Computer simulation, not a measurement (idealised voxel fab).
Presented below is a process module, voxel self aligned vias.
Each square cell in cross-section cut measures 5 nm, and the section as a whole is 220 nm wide.
When this document writes out a cross-section, it uses a grid of square cells and lists it as bands, beginning at the top and moving down, with a band standing for one or more rows of cells. Within each band entry, the heights of the top and of the bottom of the band appear first, in that order and in nm; the materials of the band then follow from left to right, each with its corresponding width in nm. The designation "everywhere" on a single material indicates that it fills the band from edge to edge; the designation "blank" indicates empty space. Height is counted from the level 0, under which the received wafer is composed throughout of one material. The lowest of the bands is not closed at the bottom but continues downward, in the notation "0 down". Think of "30..40" as a width that walks from the first number to the second as you go down the band, top row to bottom row, taking equal-sized steps from row to row. Take "left unchanged" at face value: in the step it is given for, the cross-section changed in none of its cells. This entry, "Voids, enclosed", enumerates those empty regions of no fewer than 8 cells that possess no open connection to the top. Each region is reported in the form width x height at distance, the distance being taken from the left edge, with all three quantities expressed in nm. Whatever follows a step's settings on its line is a remark the simulator itself makes about that step. "overlay nm", when on a step's line for a step with a mask, measures how far to the right of its planned place the mask lay; a negative measure means to the left.

Steps in the process plan:
1. RECEIVE [material Si]
2. CONFORMAL_DEP [material SiO2] [thk nm 10]
3. CONFORMAL_DEP [material SiCN] [thk nm 5]
4. DIRECTIONAL_DEP [material lowk] [thk nm 20]
5. PATTERN [tone open] [mask id LINES] [material resist] [width nm 25] [pitch nm 70] [thk nm 15] [overlay nm 0]
6. DIRECTIONAL_ETCH [etch materials lowk] [depth nm 20]
7. STRIP [etch materials resist]
8. CONFORMAL_DEP [material TiN] [thk nm 5]
9. FILL_DEP [material W] [thk nm 5]
10. CMP [height nm 35]
11. SELECTIVE_ETCH [etch materials W Ru TiN] [depth nm 5]
12. FILL_DEP [material SiN] [thk nm 5]
13. CMP [height nm 35]
14. DIRECTIONAL_DEP [material lowk] [thk nm 20]
15. PATTERN [tone open] [mask id VIAS] [material resist] [width nm 45] [thk nm 20] [overlay nm 0]
16. DIRECTIONAL_ETCH [etch materials lowk] [depth nm 20]
17. DIRECTIONAL_ETCH [etch materials SiN] [depth nm 5]
18. STRIP [etch materials resist]
19. CONFORMAL_DEP [material TiN] [thk nm 5]
20. FILL_DEP [material W] [thk nm 5]
21. CMP [height nm 55]
22. CONFORMAL_DEP [material SiCN] [thk nm 5]

As-received wafer cross-section (after step 1):
    0 down  Si everywhere
    Voids, enclosed: none

First of two wafers at the end of the module, shown in cross-section; run carried out as planned:
    60 to 55  SiCN everywhere
    55 to 40  50 lowk  5 TiN  35 W  5 TiN  125 lowk
    40 to 35  50 lowk  15 TiN  15 W  15 TiN  125 lowk
    35 to 30  60 lowk  25 TiN  45 lowk  25 SiN  65 lowk
    30 to 20  60 lowk  5 TiN  15 W  5 TiN  45 lowk  5 TiN  15 W  5 TiN  65 lowk
    20 to 15  60 lowk  25 TiN  45 lowk  25 TiN  65 lowk
    15 to 10  SiCN everywhere
    10 to 0  SiO2 everywhere
    0 down  Si everywhere
    Voids, enclosed: none

This cross-section belongs to the second wafer of two at the end of the module; the start and the plan were shared with the first, and the run included one mistake:
    60 to 55  SiCN everywhere
    55 to 40  50 lowk  5 TiN  35 W  5 TiN  125 lowk
    40 to 35  50 lowk  45 TiN  125 lowk
    35 to 10  SiCN everywhere
    10 to 0  SiO2 everywhere
    0 down  Si everywhere
    Voids, enclosed: none
So what did we get wrong on this run? in deviation from the planned setting, step 4 was conducted as DIRECTIONAL_DEP [material SiCN] [thk nm 20]
The final cell counts differ between the wafers, with the second having more or fewer of some materials than the first: SiCN: 176 more, SiN: 5 fewer, TiN: 20 fewer, W: 15 fewer, lowk: 136 fewer
